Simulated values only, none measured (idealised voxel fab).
process module | voxel air gaps
cross-section cut | 165 nm wide | cells 5 nm
A cross-section is a grid of square cells, given in bands from the top down. A band is one or more rows of cells.
Each band's line starts with the height of the band's top and of its bottom, in nm. Then come its materials from left to right, each with its width in nm. One material with "throughout" fills the band from edge to edge. "air" is empty space.
Height 0 is the level under which the wafer as received is all one material. The lowest band goes on downwards, as in "0 down".
A width such as "30 to 40" changes by the same amount from each row of cells to the next, from the band's top row to its bottom row.
"no change" after a step means that no cell of the cross-section changed.
closed voids: empty space of 8 cells or more with no open way to the top, each as width x height at its distance from the left edge, in nm
after a step's settings: what the simulator itself notes on the step
overlay nm, on a step with a mask: how far to the right of its planned place the mask lay; to the left if negative
plan
1 op RECEIVE | material Si
2 op CONFORMAL_DEP | material SiO2 | thk nm 15
3 op CONFORMAL_DEP | material SiCN | thk nm 5
4 op DIRECTIONAL_DEP | material lowk | thk nm 30
5 op DIRECTIONAL_DEP | material aC | thk nm 10
6 op PATTERN | tone open | mask id LINES | material resist | width nm 20 | pitch nm 45 | thk nm 25 | overlay nm 0
7 op DIRECTIONAL_ETCH | etch materials aC | depth nm 10
8 op STRIP | etch materials resist
9 op DIRECTIONAL_ETCH | etch materials lowk | depth nm 30
10 op STRIP | etch materials aC
11 op CONFORMAL_DEP | material TiN | thk nm 5
12 op FILL_DEP | material Ru | thk nm 5
13 op CMP | height nm 50
14 op EPI | material Ru | thk nm 10
15 op SELECTIVE_ETCH | etch materials lowk | depth nm 40
16 op CONFORMAL_DEP | material SiCN | thk nm 5
as received, after step 1
  0 down: Si throughout
  closed voids: none
a wafer at the end: this start, this plan, one mistake
  75 to 70: SiCN 160 | air 5
  70 to 50: SiCN 5 | Ru 150 | SiCN 5 | air 5
  50 to 45: SiCN 25 | TiN 5 | Ru 10 | TiN 5 | lowk 25 | TiN 5 | Ru 10 | TiN 5 | lowk 25 | TiN 5 | Ru 10 | TiN 5 | SiCN 25 | air 5
  45 to 25: air 20 | SiCN 5 | TiN 5 | Ru 10 | TiN 5 | lowk 25 | TiN 5 | Ru 10 | TiN 5 | lowk 25 | TiN 5 | Ru 10 | TiN 5 | SiCN 5 | air 25
  25 to 20: SiCN 25 | TiN 20 | lowk 25 | TiN 20 | lowk 25 | TiN 20 | SiCN 30
  20 to 15: SiCN throughout
  15 to 0: SiO2 throughout
  0 down: Si throughout
  closed voids: 20 x 20 at 0
what went wrong: step 14 was run twice
